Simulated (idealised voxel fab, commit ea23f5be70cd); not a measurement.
process module | voxel capacitor over wiring
cross-section cut | 255 nm wide | cells 5 nm
A cross-section is a grid of square cells, given in bands from the top down. A band is one or more rows of cells.
Each band's line starts with the height of the band's top and of its bottom, in nm. Then come its materials from left to right, each with its width in nm. One material with "throughout" fills the band from edge to edge. "air" is empty space.
Height 0 is the level under which the wafer as received is all one material. The lowest band goes on downwards, as in "0 down".
A width such as "30 to 40" changes by the same amount from each row of cells to the next, from the band's top row to its bottom row.
"no change" after a step means that no cell of the cross-section changed.
closed voids: empty space of 8 cells or more with no open way to the top, each as width x height at its distance from the left edge, in nm
after a step's settings: what the simulator itself notes on the step
overlay nm, on a step with a mask: how far to the right of its planned place the mask lay; to the left if negative
plan
1 op RECEIVE | material Si
2 op CONFORMAL_DEP | material SiO2 | thk nm 10
3 op CONFORMAL_DEP | material SiCN | thk nm 5
4 op DIRECTIONAL_DEP | material SiO2 | thk nm 20
5 op PATTERN | tone open | mask id METAL_1 | material resist | width nm 30 | pitch nm 95 | thk nm 20 | overlay nm 0
6 op DIRECTIONAL_ETCH | etch materials SiO2 | depth nm 20
7 op DIRECTIONAL_ETCH | etch materials SiCN | depth nm 5
8 op STRIP | etch materials resist
9 op CONFORMAL_DEP | material TiN | thk nm 5
10 op FILL_DEP | material Ru | thk nm 5
11 op CMP | height nm 35
12 op CONFORMAL_DEP | material SiCN | thk nm 5
13 op DIRECTIONAL_DEP | material SiO2 | thk nm 15
14 op PATTERN | tone open | mask id PLUG_1 | material resist | width nm 15 | thk nm 20 | overlay nm 0
15 op DIRECTIONAL_ETCH | etch materials SiO2 | depth nm 15
16 op DIRECTIONAL_ETCH | etch materials SiCN | depth nm 5
17 op STRIP | etch materials resist
18 op EPI | material Ru | thk nm 10
19 op EPI | material Ru | thk nm 10
20 op DIRECTIONAL_DEP | material TiN | thk nm 10
21 op DIRECTIONAL_DEP | material HfO2 | thk nm 5
22 op DIRECTIONAL_DEP | material TiN | thk nm 10
23 op MASKED_ETCH | tone cover | mask id UPPER_PLATE | width nm 70 | etch materials TiN | depth nm 10 | overlay nm 0
24 op MASKED_ETCH | tone cover | mask id UPPER_PLATE | width nm 70 | etch materials HfO2 | depth nm 5 | overlay nm 0
25 op DIRECTIONAL_DEP | material aC | thk nm 15
26 op PATTERN | tone cover | mask id LOWER_PLATE | material resist | width nm 80 | thk nm 35 | overlay nm 0
27 op DIRECTIONAL_ETCH | etch materials aC | depth nm 15
28 op STRIP | etch materials resist
29 op DIRECTIONAL_ETCH | etch materials TiN | depth nm 10
30 op STRIP | etch materials aC
31 op FILL_DEP | material SiO2 | thk nm 15
32 op CMP | height nm 90
33 op DIRECTIONAL_DEP | material aC | thk nm 15
34 op PATTERN | tone open | mask id PLUG_2 | material resist | width nm 15 | thk nm 30 | overlay nm 0
35 op DIRECTIONAL_ETCH | etch materials aC | depth nm 15
36 op STRIP | etch materials resist
37 op DIRECTIONAL_ETCH | etch materials SiO2 | depth nm 10
38 op STRIP | etch materials aC
39 op CONFORMAL_DEP | material TiN | thk nm 5
40 op FILL_DEP | material W | thk nm 10
41 op CMP | height nm 90
42 op CONFORMAL_DEP | material SiN | thk nm 5
first wafer, as planned
as received, after step 1
  0 down: Si throughout
  closed voids: none
after step 2
  10 to 0: SiO2 throughout
  below 0: unchanged
after step 3
  15 to 10: SiCN throughout
  below 10: unchanged
after step 4
  35 to 15: SiO2 throughout
  below 15: unchanged
after step 5
  55 to 35: resist 65 | air 30 | resist 65 | air 30 | resist 65
  below 35: unchanged
after step 6
  55 to 35: resist 65 | air 30 | resist 65 | air 30 | resist 65
  35 to 15: SiO2 65 | air 30 | SiO2 65 | air 30 | SiO2 65
  below 15: unchanged
after step 7
  55 to 35: resist 65 | air 30 | resist 65 | air 30 | resist 65
  35 to 15: SiO2 65 | air 30 | SiO2 65 | air 30 | SiO2 65
  15 to 10: SiCN 65 | air 30 | SiCN 65 | air 30 | SiCN 65
  below 10: unchanged
after step 8
  35 to 15: SiO2 65 | air 30 | SiO2 65 | air 30 | SiO2 65
  below 15: unchanged
after step 9
  40 to 35: TiN 70 | air 20 | TiN 75 | air 20 | TiN 70
  35 to 15: SiO2 65 | TiN 5 | air 20 | TiN 5 | SiO2 65 | TiN 5 | air 20 | TiN 5 | SiO2 65
  15 to 10: SiCN 65 | TiN 30 | SiCN 65 | TiN 30 | SiCN 65
  below 10: unchanged
after step 10
  45 to 40: Ru throughout
  40 to 35: TiN 70 | Ru 20 | TiN 75 | Ru 20 | TiN 70
  35 to 15: SiO2 65 | TiN 5 | Ru 20 | TiN 5 | SiO2 65 | TiN 5 | Ru 20 | TiN 5 | SiO2 65
  below 15: unchanged
after step 11
  35 to 15: SiO2 65 | TiN 5 | Ru 20 | TiN 5 | SiO2 65 | TiN 5 | Ru 20 | TiN 5 | SiO2 65
  below 15: unchanged
after step 12
  40 to 35: SiCN throughout
  below 35: unchanged
after step 13
  55 to 40: SiO2 throughout
  below 40: unchanged
after step 14
  75 to 55: resist 80 | air 15 | resist 160
  below 55: unchanged
after step 15
  75 to 55: resist 80 | air 15 | resist 160
  55 to 40: SiO2 80 | air 15 | SiO2 160
  below 40: unchanged
after step 16
  75 to 55: resist 80 | air 15 | resist 160
  55 to 40: SiO2 80 | air 15 | SiO2 160
  40 to 35: SiCN 80 | air 15 | SiCN 160
  below 35: unchanged
after step 17
  55 to 40: SiO2 80 | air 15 | SiO2 160
  below 40: unchanged
after step 18
  55 to 45: SiO2 80 | air 15 | SiO2 160
  45 to 40: SiO2 80 | Ru 15 | SiO2 160
  40 to 35: SiCN 80 | Ru 15 | SiCN 160
  below 35: unchanged
after step 19
  55 to 40: SiO2 80 | Ru 15 | SiO2 160
  below 40: unchanged
after step 20
  65 to 55: TiN throughout
  below 55: unchanged
after step 21
  70 to 65: HfO2 throughout
  below 65: unchanged
after step 22
  80 to 70: TiN throughout
  below 70: unchanged
after step 23
  80 to 70: air 80 | TiN 70 | air 105
  below 70: unchanged
after step 24
  80 to 70: air 80 | TiN 70 | air 105
  70 to 65: air 80 | HfO2 70 | air 105
  below 65: unchanged
after step 25
  95 to 80: air 80 | aC 70 | air 105
  80 to 70: aC 80 | TiN 70 | aC 105
  70 to 65: aC 80 | HfO2 70 | aC 105
  below 65: unchanged
after step 26
  130 to 95: air 75 | resist 80 | air 100
  95 to 80: air 75 | resist 5 | aC 70 | resist 5 | air 100
  below 80: unchanged
after step 27
  115 to 95: air 75 | resist 80 | air 100
  95 to 80: air 75 | resist 5 | aC 70 | resist 5 | air 100
  80 to 70: air 75 | aC 5 | TiN 70 | aC 5 | air 100
  70 to 65: air 75 | aC 5 | HfO2 70 | aC 5 | air 100
  below 65: unchanged
after step 28
  95 to 80: air 80 | aC 70 | air 105
  below 80: unchanged
after step 29
  95 to 80: air 80 | aC 70 | air 105
  80 to 70: air 75 | aC 5 | TiN 70 | aC 5 | air 100
  70 to 65: air 75 | aC 5 | HfO2 70 | aC 5 | air 100
  65 to 55: air 75 | TiN 80 | air 100
  below 55: unchanged
after step 30
  80 to 70: air 80 | TiN 70 | air 105
  70 to 65: air 80 | HfO2 70 | air 105
  below 65: unchanged
after step 31
  95 to 80: SiO2 throughout
  80 to 70: SiO2 80 | TiN 70 | SiO2 105
  70 to 65: SiO2 80 | HfO2 70 | SiO2 105
  65 to 55: SiO2 75 | TiN 80 | SiO2 100
  below 55: unchanged
after step 32
  90 to 80: SiO2 throughout
  below 80: unchanged
after step 33
  105 to 90: aC throughout
  below 90: unchanged
after step 34
  135 to 105: resist 90 | air 15 | resist 150
  below 105: unchanged
after step 35
  120 to 105: resist 90 | air 15 | resist 150
  105 to 90: aC 90 | air 15 | aC 150
  below 90: unchanged
after step 36
  105 to 90: aC 90 | air 15 | aC 150
  below 90: unchanged
after step 37
  105 to 90: aC 90 | air 15 | aC 150
  90 to 80: SiO2 90 | air 15 | SiO2 150
  below 80: unchanged
after step 38
  90 to 80: SiO2 90 | air 15 | SiO2 150
  below 80: unchanged
after step 39
  95 to 90: TiN 95 | air 5 | TiN 155
  90 to 85: SiO2 90 | TiN 5 | air 5 | TiN 5 | SiO2 150
  85 to 80: SiO2 90 | TiN 15 | SiO2 150
  below 80: unchanged
after step 40
  105 to 95: W throughout
  95 to 90: TiN 95 | W 5 | TiN 155
  90 to 85: SiO2 90 | TiN 5 | W 5 | TiN 5 | SiO2 150
  below 85: unchanged
after step 41
  90 to 85: SiO2 90 | TiN 5 | W 5 | TiN 5 | SiO2 150
  below 85: unchanged
after step 42
  95 to 90: SiN throughout
  below 90: unchanged
second wafer: like start, like plan, one mistake. Through step 4 it matches the first wafer
when step 5 should have ended
  55 to 35: resist 60 | air 30 | resist 65 | air 30 | resist 70
  below 35: unchanged
when step 6 should have ended
  55 to 35: resist 60 | air 30 | resist 65 | air 30 | resist 70
  35 to 15: SiO2 60 | air 30 | SiO2 65 | air 30 | SiO2 70
  below 15: unchanged
when step 7 should have ended
  55 to 35: resist 60 | air 30 | resist 65 | air 30 | resist 70
  35 to 15: SiO2 60 | air 30 | SiO2 65 | air 30 | SiO2 70
  15 to 10: SiCN 60 | air 30 | SiCN 65 | air 30 | SiCN 70
  below 10: unchanged
when step 8 should have ended
  35 to 15: SiO2 60 | air 30 | SiO2 65 | air 30 | SiO2 70
  below 15: unchanged
when step 9 should have ended
  40 to 35: TiN 65 | air 20 | TiN 75 | air 20 | TiN 75
  35 to 15: SiO2 60 | TiN 5 | air 20 | TiN 5 | SiO2 65 | TiN 5 | air 20 | TiN 5 | SiO2 70
  15 to 10: SiCN 60 | TiN 30 | SiCN 65 | TiN 30 | SiCN 70
  below 10: unchanged
when step 10 should have ended
  45 to 40: Ru throughout
  40 to 35: TiN 65 | Ru 20 | TiN 75 | Ru 20 | TiN 75
  35 to 15: SiO2 60 | TiN 5 | Ru 20 | TiN 5 | SiO2 65 | TiN 5 | Ru 20 | TiN 5 | SiO2 70
  below 15: unchanged
when step 11 should have ended
  35 to 15: SiO2 60 | TiN 5 | Ru 20 | TiN 5 | SiO2 65 | TiN 5 | Ru 20 | TiN 5 | SiO2 70
  below 15: unchanged
when step 12 should have ended
  40 to 35: SiCN throughout
  below 35: unchanged
when step 13 should have ended
  55 to 40: SiO2 throughout
  below 40: unchanged
when step 14 should have ended
  75 to 55: resist 80 | air 15 | resist 160
  below 55: unchanged
when step 15 should have ended
  75 to 55: resist 80 | air 15 | resist 160
  55 to 40: SiO2 80 | air 15 | SiO2 160
  below 40: unchanged
when step 16 should have ended
  75 to 55: resist 80 | air 15 | resist 160
  55 to 40: SiO2 80 | air 15 | SiO2 160
  40 to 35: SiCN 80 | air 15 | SiCN 160
  below 35: unchanged
when step 17 should have ended
  55 to 40: SiO2 80 | air 15 | SiO2 160
  below 40: unchanged
when step 18 should have ended
  55 to 45: SiO2 80 | air 15 | SiO2 160
  45 to 40: SiO2 80 | Ru 15 | SiO2 160
  40 to 35: SiCN 80 | Ru 15 | SiCN 160
  below 35: unchanged
when step 19 should have ended
  55 to 40: SiO2 80 | Ru 15 | SiO2 160
  below 40: unchanged
when step 20 should have ended
  65 to 55: TiN throughout
  below 55: unchanged
when step 21 should have ended
  70 to 65: HfO2 throughout
  below 65: unchanged
when step 22 should have ended
  80 to 70: TiN throughout
  below 70: unchanged
when step 23 should have ended
  80 to 70: air 80 | TiN 70 | air 105
  below 70: unchanged
when step 24 should have ended
  80 to 70: air 80 | TiN 70 | air 105
  70 to 65: air 80 | HfO2 70 | air 105
  below 65: unchanged
when step 25 should have ended
  95 to 80: air 80 | aC 70 | air 105
  80 to 70: aC 80 | TiN 70 | aC 105
  70 to 65: aC 80 | HfO2 70 | aC 105
  below 65: unchanged
when step 26 should have ended
  130 to 95: air 75 | resist 80 | air 100
  95 to 80: air 75 | resist 5 | aC 70 | resist 5 | air 100
  below 80: unchanged
when step 27 should have ended
  115 to 95: air 75 | resist 80 | air 100
  95 to 80: air 75 | resist 5 | aC 70 | resist 5 | air 100
  80 to 70: air 75 | aC 5 | TiN 70 | aC 5 | air 100
  70 to 65: air 75 | aC 5 | HfO2 70 | aC 5 | air 100
  below 65: unchanged
when step 28 should have ended
  95 to 80: air 80 | aC 70 | air 105
  below 80: unchanged
when step 29 should have ended
  95 to 80: air 80 | aC 70 | air 105
  80 to 70: air 75 | aC 5 | TiN 70 | aC 5 | air 100
  70 to 65: air 75 | aC 5 | HfO2 70 | aC 5 | air 100
  65 to 55: air 75 | TiN 80 | air 100
  below 55: unchanged
when step 30 should have ended
  80 to 70: air 80 | TiN 70 | air 105
  70 to 65: air 80 | HfO2 70 | air 105
  below 65: unchanged
when step 31 should have ended
  95 to 80: SiO2 throughout
  80 to 70: SiO2 80 | TiN 70 | SiO2 105
  70 to 65: SiO2 80 | HfO2 70 | SiO2 105
  65 to 55: SiO2 75 | TiN 80 | SiO2 100
  below 55: unchanged
when step 32 should have ended
  90 to 80: SiO2 throughout
  below 80: unchanged
when step 33 should have ended
  105 to 90: aC throughout
  below 90: unchanged
when step 34 should have ended
  135 to 105: resist 90 | air 15 | resist 150
  below 105: unchanged
when step 35 should have ended
  120 to 105: resist 90 | air 15 | resist 150
  105 to 90: aC 90 | air 15 | aC 150
  below 90: unchanged
when step 36 should have ended
  105 to 90: aC 90 | air 15 | aC 150
  below 90: unchanged
when step 37 should have ended
  105 to 90: aC 90 | air 15 | aC 150
  90 to 80: SiO2 90 | air 15 | SiO2 150
  below 80: unchanged
when step 38 should have ended
  90 to 80: SiO2 90 | air 15 | SiO2 150
  below 80: unchanged
when step 39 should have ended
  95 to 90: TiN 95 | air 5 | TiN 155
  90 to 85: SiO2 90 | TiN 5 | air 5 | TiN 5 | SiO2 150
  85 to 80: SiO2 90 | TiN 15 | SiO2 150
  below 80: unchanged
when step 40 should have ended
  105 to 95: W throughout
  95 to 90: TiN 95 | W 5 | TiN 155
  90 to 85: SiO2 90 | TiN 5 | W 5 | TiN 5 | SiO2 150
  below 85: unchanged
when step 41 should have ended
  90 to 85: SiO2 90 | TiN 5 | W 5 | TiN 5 | SiO2 150
  below 85: unchanged
when step 42 should have ended
  95 to 90: SiN throughout
  below 90: unchanged
what went wrong: step 5 ran as: op PATTERN | tone open | mask id METAL_1 | material resist | width nm 30 | pitch nm 95 | thk nm 20 | overlay nm -5
at the end the second wafer has, in cells: as many of each material as the first, in other places
